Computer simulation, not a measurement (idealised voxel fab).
Name of the process module below: voxel lift off
The figure presents cross-section cut, which has a width of 180 nm and is divided into square cells with an edge length of 5 nm.
This document writes a cross-section as a grid whose cells are square, and gives it as bands, listed from the top down; one or more rows of cells form a band.
Within each band entry, the heights of the top and of the bottom of the band appear first, in that order and in nm; the materials of the band then follow from left to right, each with its corresponding width in nm. The designation "all across" on a single material indicates that it fills the band from edge to edge; the designation "blank" indicates empty space.
Basically, 0 is our baseline, since under it the wafer straight out of the box is all one material. The bottom band has no lower end and keeps on going down, so it looks like "0..down".
Graded width ("30->40"): value in top row of band = first number; value in bottom row = second number; row-to-row change constant.
"no modification" means the step left every cell of the cross-section as it was.
Entry "Closed void catalog". Content: empty spaces with no open connection to the top, size 8 cells or greater. Each: width x height at distance. Distance: from left edge. Unit: nm.
On a step's line, text after the settings is the simulator commenting on that step.
On any step carrying a mask, the "overlay nm" setting, if present on the step's line, tells how far right of its planned place the mask lay; negative values point to the left.
-- Process steps - plan
| 1 | RECEIVE [material Si] |
| 2 | CONFORMAL_DEP [material Al2O3] [thk nm 10] |
| 3 | PATTERN [tone open] [mask id LINES] [material resist] [width nm 20] [pitch nm 40] [thk nm 20] [overlay nm -5] |
| 4 | DIRECTIONAL_DEP [material Ru] [thk nm 10] |
| 5 | STRIP [etch materials resist] |
| 6 | CONFORMAL_DEP [material SiN] [thk nm 10] |
Be aware that, although all wafers share a common starting state, the overlay nm at step 3 differs among them, and the plan displays the first wafer's value.
-- This is how the first of several wafers looked in cross-section when it arrived, which is after step 1
	0..down  Si all across
	Closed void catalog: none
-- First wafer of several, cross-section, module end, after step 6 (last)
	30..20  blank 5, SiN 160, blank 15
	20..10  SiN 15, Ru 20, SiN 20, Ru 20, SiN 20, Ru 20, SiN 20, Ru 20, SiN 25
	10..0  Al2O3 all across
	0..down  Si all across
	Closed void catalog: none
-- The last wafer as seen in cross-section at the end of the module
	30..20  blank 15, SiN 160, blank 5
	20..10  SiN 25, Ru 20, SiN 20, Ru 20, SiN 20, Ru 20, SiN 20, Ru 20, SiN 15
	10..0  Al2O3 all across
	0..down  Si all across
	Closed void catalog: none
-- Every row in this table is a wafer at the end of the module, and it gives, for each of the materials, the cells that wafer has gained (+) or lost (-) since it was received, then its closed voids
overlay nm -5, +72 Al2O3, +32 Ru, +104 SiN, Closed void catalog: none
overlay nm 0, +72 Al2O3, +32 Ru, +104 SiN, Closed void catalog: none
overlay nm 5, +72 Al2O3, +32 Ru, +104 SiN, Closed void catalog: none
